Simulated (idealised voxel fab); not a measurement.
Process module under the name voxel released beams
Shown is cross-section cut, with a width of 255 nm and square cells of size 5 nm.
Just so we're on the same page, the cross-sections are grids of square cells, and they're listed out in bands top to bottom, each band one or more rows deep. First you get the band's top height and its bottom height, in nm, and then the materials it's made of, left to right, with each width in nm. If you see a single material with "all across", that one covers the band edge to edge. "blank" is empty space. Heights are measured from 0, the level below which the as-received wafer is all one material; the lowest band has no bottom and continues downward, written as in "z 0 and below". A width such as "30 to 40" changes by the same amount from each row of cells to the next, from the band's top row to its bottom row. Where a step carries "remained unchanged", the cross-section came out of it unchanged, cell for cell. This entry, "Cavities, sealed", enumerates those empty regions of no fewer than 8 cells that possess no open connection to the top. Each region is reported in the form width x height at distance, the distance being taken from the left edge, with all three quantities expressed in nm. The remark found on a step's line after its settings is issued by the simulator itself and pertains to that step. The setting "overlay nm" may be written on the line of a step. When the step uses a mask, the value reports how far to the right of the planned place the mask lay, and a negative value reports that it lay to the left.

Steps in the process plan
1) op RECEIVE | material Si
2) op CONFORMAL_DEP | material SiN | thk nm 5
3) op DIRECTIONAL_DEP | material SiO2 | thk nm 15
4) op DIRECTIONAL_DEP | material aC | thk nm 10
5) op PATTERN | tone open | mask id ANCHOR | material resist | width nm 25 | thk nm 30 | overlay nm 0
6) op DIRECTIONAL_ETCH | etch materials aC | depth nm 10
7) op STRIP | etch materials resist
8) op DIRECTIONAL_ETCH | etch materials SiO2 | depth nm 15
9) op STRIP | etch materials aC
10) op CONFORMAL_DEP | material TiN | thk nm 15
11) op DIRECTIONAL_DEP | material aC | thk nm 10
12) op PATTERN | tone cover | mask id BEAM | material resist | width nm 80 | thk nm 25 | overlay nm 0
13) op DIRECTIONAL_ETCH | etch materials aC | depth nm 10
14) op STRIP | etch materials resist
15) op DIRECTIONAL_ETCH | etch materials TiN | depth nm 15
16) op STRIP | etch materials aC
17) op STRIP | etch materials SiO2
Across this set of wafers, the varied parameter is the width nm of step 5. Starting conditions are identical for every wafer, and the plan reports the value assigned to the first wafer.

Cross-section of the first of several received wafers, showing its state after step 1
    z 0 and below: Si all across
    Cavities, sealed: none

each wafer at the end: cells of each material gained (+) or lost (-) since it was received, then its closed voids
width nm 25 | +51 SiN | +63 TiN | Cavities, sealed: none
width nm 30 | +51 SiN | +66 TiN | Cavities, sealed: none
width nm 35 | +51 SiN | +66 TiN | Cavities, sealed: none
width nm 40 | +51 SiN | +66 TiN | Cavities, sealed: none
width nm 45 | +51 SiN | +66 TiN | Cavities, sealed: none
width nm 50 | +51 SiN | +66 TiN | Cavities, sealed: none
